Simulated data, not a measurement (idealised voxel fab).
process module | voxel transistor to metal
cross-section cut | 155 nm wide | cells 5 nm
A cross-section is a grid of square cells, given in bands from the top down. A band is one or more rows of cells.
Each band's line starts with the height of the band's top and of its bottom, in nm. Then come its materials from left to right, each with its width in nm. One material with "throughout" fills the band from edge to edge. "air" is empty space.
Height 0 is the level under which the wafer as received is all one material. The lowest band goes on downwards, as in "0 down".
A width such as "30 to 40" changes by the same amount from each row of cells to the next, from the band's top row to its bottom row.
"no change" after a step means that no cell of the cross-section changed.
closed voids: empty space of 8 cells or more with no open way to the top, each as width x height at its distance from the left edge, in nm
after a step's settings: what the simulator itself notes on the step
overlay nm, on a step with a mask: how far to the right of its planned place the mask lay; to the left if negative
plan
1 op RECEIVE | material Si
2 op OXIDIZE | depth nm 5
3 op CONFORMAL_DEP | material SiN | thk nm 15
4 op MASKED_ETCH | tone cover | mask id ACTIVE | width nm 115 | etch materials SiN | depth nm 15 | overlay nm 0
5 op MASKED_ETCH | tone cover | mask id ACTIVE | width nm 115 | etch materials SiO2 | depth nm 5 | overlay nm 0
6 op MASKED_ETCH | tone cover | mask id ACTIVE | width nm 115 | etch materials Si | depth nm 25 | overlay nm 0
7 op FILL_DEP | material SiO2 | thk nm 15
8 op CMP | height nm 15
9 op SELECTIVE_ETCH | etch materials SiO2 | depth nm 10
10 op STRIP | etch materials SiN
11 op SELECTIVE_ETCH | etch materials SiO2 | depth nm 5
12 op OXIDIZE | depth nm 5
13 op DIRECTIONAL_DEP | material polySi | thk nm 30
14 op DIRECTIONAL_DEP | material SiCN | thk nm 10
15 op MASKED_ETCH | tone cover | mask id GATE | width nm 25 | etch materials SiCN | depth nm 20 | overlay nm 0
16 op MASKED_ETCH | tone cover | mask id GATE | width nm 25 | etch materials polySi | depth nm 40 | overlay nm 0
17 op CONFORMAL_DEP | material SiN | thk nm 5
18 op DIRECTIONAL_ETCH | etch materials SiN | depth nm 5
19 op DIRECTIONAL_ETCH | etch materials SiO2 | depth nm 5
20 op DIRECTIONAL_ETCH | etch materials Si | depth nm 5
21 op EPI | material pSi | thk nm 5
22 op FILL_DEP | material SiO2 | thk nm 5
23 op CMP | height nm 35
24 op DIRECTIONAL_DEP | material SiO2 | thk nm 10
25 op DIRECTIONAL_DEP | material aC | thk nm 10
26 op PATTERN | tone open | mask id CONTACT | material resist | width nm 20 | pitch nm 85 | thk nm 25 | overlay nm 0
27 op DIRECTIONAL_ETCH | etch materials aC | depth nm 10
28 op STRIP | etch materials resist
29 op DIRECTIONAL_ETCH | etch materials SiO2 | depth nm 55
30 op STRIP | etch materials aC
31 op CONFORMAL_DEP | material TiN | thk nm 5
32 op FILL_DEP | material W | thk nm 5
33 op CMP | height nm 45
34 op DIRECTIONAL_DEP | material TiN | thk nm 5
35 op DIRECTIONAL_DEP | material Ru | thk nm 25
36 op PATTERN | tone cover | mask id METAL_1 | material resist | width nm 20 | pitch nm 85 | thk nm 15 | overlay nm 0
37 op DIRECTIONAL_ETCH | etch materials Ru | depth nm 25
38 op DIRECTIONAL_ETCH | etch materials TiN | depth nm 5
39 op STRIP | etch materials resist
40 op FILL_DEP | material lowk | thk nm 10
41 op CMP | height nm 75
42 op CONFORMAL_DEP | material SiCN | thk nm 5
43 op DIRECTIONAL_DEP | material SiO2 | thk nm 25
44 op MASKED_ETCH | tone open | mask id METAL_2 | width nm 20 | pitch nm 85 | etch materials SiO2 | depth nm 15 | overlay nm 0
45 op PATTERN | tone open | mask id METAL_2_HOLES | material resist | width nm 15 | pitch nm 85 | thk nm 15 | overlay nm 0
46 op DIRECTIONAL_ETCH | etch materials SiO2 | depth nm 10
47 op DIRECTIONAL_ETCH | etch materials SiCN | depth nm 5
48 op STRIP | etch materials resist
49 op CONFORMAL_DEP | material TiN | thk nm 5
50 op FILL_DEP | material Cu | thk nm 5
51 op CMP | height nm 105
52 op CONFORMAL_DEP | material SiCN | thk nm 5
as received, after step 1
  0 down: Si throughout
  closed voids: none
a wafer at the end: this start, this plan, one mistake
  110 to 105: SiCN throughout
  105 to 95: SiO2 25 | TiN 5 | Cu 10 | TiN 5 | SiO2 65 | TiN 5 | Cu 10 | TiN 5 | SiO2 25
  95 to 90: SiO2 25 | TiN 5 | Cu 5 | TiN 10 | SiO2 65 | TiN 5 | Cu 5 | TiN 10 | SiO2 25
  90 to 80: SiO2 25 | TiN 5 | Cu 5 | TiN 5 | SiO2 70 | TiN 5 | Cu 5 | TiN 5 | SiO2 30
  80 to 75: SiCN 25 | TiN 15 | SiCN 70 | TiN 15 | SiCN 30
  75 to 50: lowk 20 | Ru 20 | lowk 65 | Ru 20 | lowk 30
  50 to 45: lowk 20 | TiN 20 | lowk 65 | TiN 20 | lowk 30
  45 to 35: SiO2 25 | TiN 5 | W 10 | TiN 5 | SiO2 65 | TiN 5 | W 10 | TiN 5 | SiO2 25
  35 to 25: SiO2 25 | TiN 5 | W 10 | TiN 5 | SiO2 15 | SiN 5 | SiCN 25 | SiN 5 | SiO2 15 | TiN 5 | W 10 | TiN 5 | SiO2 25
  25 to 0: SiO2 25 | TiN 5 | W 10 | TiN 5 | SiO2 15 | SiN 5 | polySi 25 | SiN 5 | SiO2 15 | TiN 5 | W 10 | TiN 5 | SiO2 25
  0 to -5: SiO2 15 | SiN 5 | SiO2 5 | TiN 5 | W 10 | TiN 5 | SiO2 15 | SiN 5 | polySi 25 | SiN 5 | SiO2 15 | TiN 5 | W 10 | TiN 5 | SiO2 5 | SiN 5 | SiO2 15
  -5 to -10: SiO2 25 | TiN 20 | SiO2 10 | pSi 5 | SiO2 35 | pSi 5 | SiO2 10 | TiN 20 | SiO2 25
  -10 to -15: SiO2 20 | pSi 40 | Si 35 | pSi 40 | SiO2 20
  -15 to -30: SiO2 20 | Si 115 | SiO2 20
  -30 down: Si throughout
  closed voids: none
what went wrong: step 36 ran as: op PATTERN | tone cover | mask id METAL_1 | material resist | width nm 20 | pitch nm 85 | thk nm 15 | overlay nm -5
